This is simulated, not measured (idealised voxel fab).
process module | voxel ribs on slabs
cross-section cut | 150 nm wide | cells 5 nm
A cross-section is a grid of square cells, given in bands from the top down. A band is one or more rows of cells.
Each band's line starts with the height of the band's top and of its bottom, in nm. Then come its materials from left to right, each with its width in nm. One material with "throughout" fills the band from edge to edge. "air" is empty space.
Height 0 is the level under which the wafer as received is all one material. The lowest band goes on downwards, as in "0 down".
A width such as "30 to 40" changes by the same amount from each row of cells to the next, from the band's top row to its bottom row.
"no change" after a step means that no cell of the cross-section changed.
closed voids: empty space of 8 cells or more with no open way to the top, each as width x height at its distance from the left edge, in nm
after a step's settings: what the simulator itself notes on the step
overlay nm, on a step with a mask: how far to the right of its planned place the mask lay; to the left if negative
plan
1 op RECEIVE | material Si
2 op DIRECTIONAL_DEP | material SiO2 | thk nm 25
3 op DIRECTIONAL_DEP | material polySi | thk nm 25
4 op DIRECTIONAL_DEP | material aC | thk nm 10
5 op PATTERN | tone cover | mask id RIB | material resist | width nm 25 | thk nm 25 | overlay nm 0
6 op DIRECTIONAL_ETCH | etch materials aC | depth nm 10
7 op STRIP | etch materials resist
8 op DIRECTIONAL_ETCH | etch materials polySi | depth nm 10
9 op STRIP | etch materials aC
10 op MASKED_ETCH | tone cover | mask id SLAB | width nm 55 | etch materials polySi | depth nm 15 | overlay nm 0
11 op FILL_DEP | material SiO2 | thk nm 15
12 op CMP | height nm 60
13 op DIRECTIONAL_DEP | material W | thk nm 5
14 op DIRECTIONAL_DEP | material aC | thk nm 10
15 op PATTERN | tone cover | mask id HEATER | material resist | width nm 25 | thk nm 30 | overlay nm 0
16 op DIRECTIONAL_ETCH | etch materials aC | depth nm 10
17 op STRIP | etch materials resist
18 op DIRECTIONAL_ETCH | etch materials W | depth nm 5
19 op STRIP | etch materials aC
20 op CONFORMAL_DEP | material SiN | thk nm 5
varied across the wafers: width nm of step 15. The plan shows the first wafer's value. All wafers start alike
first wafer as received, after step 1
  0 down: Si throughout
  closed voids: none
each wafer at the end: cells of each material gained (+) or lost (-) since it was received, then its closed voids
width nm 25 | +32 SiN | +317 SiO2 | +5 W | +43 polySi | closed voids: none
width nm 30 | +32 SiN | +317 SiO2 | +6 W | +43 polySi | closed voids: none
width nm 35 | +32 SiN | +317 SiO2 | +7 W | +43 polySi | closed voids: none
width nm 40 | +32 SiN | +317 SiO2 | +8 W | +43 polySi | closed voids: none
width nm 45 | +32 SiN | +317 SiO2 | +9 W | +43 polySi | closed voids: none
width nm 50 | +32 SiN | +317 SiO2 | +10 W | +43 polySi | closed voids: none
